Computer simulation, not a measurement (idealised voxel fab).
This section sets out a process module, namely voxel self aligned contacts.
In the cross-section labelled cut, the width is 185 nm and each square cell is 5 nm.
How to read a cross-section here: the picture is a grid of square cells, written as bands going from the top down, and any band can span one or more rows of cells. Per band: top height and bottom height in nm, followed by the left-to-right materials and their widths in nm; "everywhere" marks a single material spanning edge to edge, "blank" marks empty space. Basically, 0 is our baseline, since under it the wafer straight out of the box is all one material. The bottom band has no lower end and keeps on going down, so it looks like "z 0 and below". The two numbers in a width such as "30..40" mark its ends across the band: the first belongs to the top row of cells, the second to the bottom row, and from each row to the next the width moves by the same amount. "no change occurred", as given for a step, is the statement that not any cell of the cross-section underwent a change during that step. Enclosed voids (no open way to top), threshold 8 cells or more, entry "Non-vented voids", notation width x height at distance, distance from left edge, nm. On a step's line, text after the settings is the simulator commenting on that step. Each step line may optionally specify "overlay nm", which for a step with a mask gives the rightward distance between the mask's planned place and where it lay, a negative value indicating the leftward direction.
[Process steps foreseen in the plan]
- 1: RECEIVE (material Si)
- 2: CONFORMAL_DEP (material SiO2; thk nm 5)
- 3: DIRECTIONAL_DEP (material polySi; thk nm 25)
- 4: DIRECTIONAL_DEP (material SiN; thk nm 25)
- 5: DIRECTIONAL_DEP (material aC; thk nm 15)
- 6: PATTERN (tone cover; mask id GATE; material resist; width nm 35; pitch nm 70; thk nm 30; overlay nm 0)
- 7: DIRECTIONAL_ETCH (etch materials aC; depth nm 15)
- 8: STRIP (etch materials resist)
- 9: DIRECTIONAL_ETCH (etch materials SiN; depth nm 25)
- 10: DIRECTIONAL_ETCH (etch materials polySi; depth nm 25)
- 11: STRIP (etch materials aC)
- 12: CONFORMAL_DEP (material SiN; thk nm 10)
- 13: DIRECTIONAL_ETCH (etch materials SiN; depth nm 10)
- 14: FILL_DEP (material SiO2; thk nm 10)
- 15: CMP (height nm 60)
- 16: PATTERN (tone open; mask id CONTACT; material resist; width nm 55; thk nm 20; overlay nm 0)
- 17: DIRECTIONAL_ETCH (etch materials SiO2; depth nm 60)
- 18: STRIP (etch materials resist)
- 19: CONFORMAL_DEP (material TiN; thk nm 5)
- 20: FILL_DEP (material W; thk nm 5)
- 21: CMP (height nm 60)
- 22: CONFORMAL_DEP (material SiCN; thk nm 5)
[Here's what the wafer looked like in cross-section when it arrived - that's after step 1]
* z 0 and below  Si everywhere
* Non-vented voids: none
[Cross-sectional result after module completion. Note: starting condition and plan are unchanged from above; one processing mistake was made]
* z 65 to 60  SiCN everywhere
* z 60 to 55  65 SiO2, 25 TiN, 5 W, 25 TiN, 65 SiO2
* z 55 to 30  30 SiO2, 55 SiN, 5 TiN, 5 W, 5 TiN, 55 SiN, 30 SiO2
* z 30 to 20  30 SiO2, 10 SiN, 35 polySi, 10 SiN, 5 TiN, 5 W, 5 TiN, 10 SiN, 35 polySi, 10 SiN, 30 SiO2
* z 20 to 15  30 SiO2, 10 SiN, 35 polySi, 10 SiN, 15 TiN, 10 SiN, 35 polySi, 10 SiN, 30 SiO2
* z 15 to 5  40 SiN, 35 polySi, 35 SiN, 35 polySi, 40 SiN
* z 5 to 0  SiO2 everywhere
* z 0 and below  Si everywhere
* Non-vented voids: none
What broke from the plan during processing? deviation from plan: step 13 and step 12 executed in one another's positions
